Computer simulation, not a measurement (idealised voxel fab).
Process module, titled voxel trench capacitor
Cross-sectional view cut (width: 245 nm; square cell size: 5 nm).
If you're reading a cross-section in this doc, picture square cells in a grid; it comes to you as bands, top ones listed first down to the bottom, and a band can be one or more rows of cells. Within each band entry, the heights of the top and of the bottom of the band appear first, in that order and in nm; the materials of the band then follow from left to right, each with its corresponding width in nm. The designation "all across" on a single material indicates that it fills the band from edge to edge; the designation "empty" indicates empty space. Ref level 0: as-received wafer is one material below here. Bottom band extends down with no lower bound ("z 0 and below"). Width spec "30 to 40" -> top row of cells at first value, bottom row at second value, equal per-row change in between. Key: "all unchanged" - step with no changed cell in the cross-section. Under "Fully enclosed voids" you'll find the enclosed gaps, the ones with no way out to the top, that are 8 cells or bigger; each reads width x height at distance, with distance counted from the left edge, everything in nm. Whatever follows a step's settings on its line is a remark the simulator itself makes about that step. If you see "overlay nm" on a step's line and that step has a mask, it's telling you how far right of where it was planned the mask ended up; a negative number means it went left instead.

# Here's what the planned process steps look like
step 1: RECEIVE,material Si
step 2: CONFORMAL_DEP,material SiN,thk nm 5
step 3: DIRECTIONAL_DEP,material aC,thk nm 15
step 4: PATTERN,tone open,mask id TRENCH,material resist,width nm 15,pitch nm 35,thk nm 35,overlay nm 0
step 5: DIRECTIONAL_ETCH,etch materials aC,depth nm 15
step 6: STRIP,etch materials resist
step 7: DIRECTIONAL_ETCH,etch materials SiN,depth nm 5
step 8: DIRECTIONAL_ETCH,etch materials Si,depth nm 35
step 9: STRIP,etch materials aC
step 10: CONFORMAL_DEP,material SiO2,thk nm 5
step 11: FILL_DEP,material polySi,thk nm 10
step 12: CMP,height nm 5

# As received (post step 1): cross-section
  z 0 and below = Si all across
  Fully enclosed voids: none

# First of two wafers at the end of the module, shown in cross-section; run carried out as planned
  z 5 to 0 = 95 SiN, 5 SiO2, 5 polySi, 5 SiO2, 20 SiN, 5 SiO2, 5 polySi, 5 SiO2, 100 SiN
  z 0 to -30 = 95 Si, 5 SiO2, 5 polySi, 5 SiO2, 20 Si, 5 SiO2, 5 polySi, 5 SiO2, 100 Si
  z -30 to -35 = 95 Si, 15 SiO2, 20 Si, 15 SiO2, 100 Si
  z -35 and below = Si all across
  Fully enclosed voids: none

# Second wafer through the module, sectioned at the end: same beginning and same plan as the first wafer, with one mistake in carrying it out
  z 20 to 10 = polySi all across
  z 10 to 5 = 100 SiO2, 5 polySi, 30 SiO2, 5 polySi, 105 SiO2
  z 5 to 0 = 95 SiN, 5 SiO2, 5 polySi, 5 SiO2, 20 SiN, 5 SiO2, 5 polySi, 5 SiO2, 100 SiN
  z 0 to -30 = 95 Si, 5 SiO2, 5 polySi, 5 SiO2, 20 Si, 5 SiO2, 5 polySi, 5 SiO2, 100 Si
  z -30 to -35 = 95 Si, 15 SiO2, 20 Si, 15 SiO2, 100 Si
  z -35 and below = Si all across
  Fully enclosed voids: none
Where did the run depart from the plan? step 12 of the plan: omitted, not performed
It is noted that, at the conclusion of processing, the second wafer exhibits a higher or lower cell count for certain materials relative to the first: 47 more of SiO2, 100 more of polySi
